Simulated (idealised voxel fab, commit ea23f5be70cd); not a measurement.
process module | voxel released beams
cross-section cut | 245 nm wide | cells 5 nm
A cross-section is a grid of square cells, given in bands from the top down. A band is one or more rows of cells.
Each band's line starts with the height of the band's top and of its bottom, in nm. Then come its materials from left to right, each with its width in nm. One material with "throughout" fills the band from edge to edge. "air" is empty space.
Height 0 is the level under which the wafer as received is all one material. The lowest band goes on downwards, as in "0 down".
A width such as "30 to 40" changes by the same amount from each row of cells to the next, from the band's top row to its bottom row.
"no change" after a step means that no cell of the cross-section changed.
closed voids: empty space of 8 cells or more with no open way to the top, each as width x height at its distance from the left edge, in nm
after a step's settings: what the simulator itself notes on the step
overlay nm, on a step with a mask: how far to the right of its planned place the mask lay; to the left if negative
plan
1 op RECEIVE | material Si
2 op CONFORMAL_DEP | material Al2O3 | thk nm 5
3 op DIRECTIONAL_DEP | material SiO2 | thk nm 15
4 op MASKED_ETCH | tone open | mask id ANCHOR | width nm 25 | etch materials SiO2 | depth nm 15 | overlay nm 0
5 op CONFORMAL_DEP | material polySi | thk nm 10
6 op MASKED_ETCH | tone cover | mask id BEAM | width nm 70 | etch materials polySi | depth nm 10 | overlay nm 0
7 op STRIP | etch materials SiO2
as received, after step 1
  0 down: Si throughout
  closed voids: none
first wafer at the end, as planned
  30 to 20: air 85 | polySi 15 | air 5 | polySi 50 | air 90
  20 to 15: air 90 | polySi 10 | air 5 | polySi 10 | air 130
  15 to 5: air 90 | polySi 25 | air 130
  5 to 0: Al2O3 throughout
  0 down: Si throughout
  closed voids: none
second wafer at the end: like start, like plan, one mistake
  15 to 5: air 85 | polySi 70 | air 90
  5 to 0: Al2O3 throughout
  0 down: Si throughout
  closed voids: none
what went wrong: step 3 was left out
at the end the second wafer has, in cells: 12 fewer of polySi
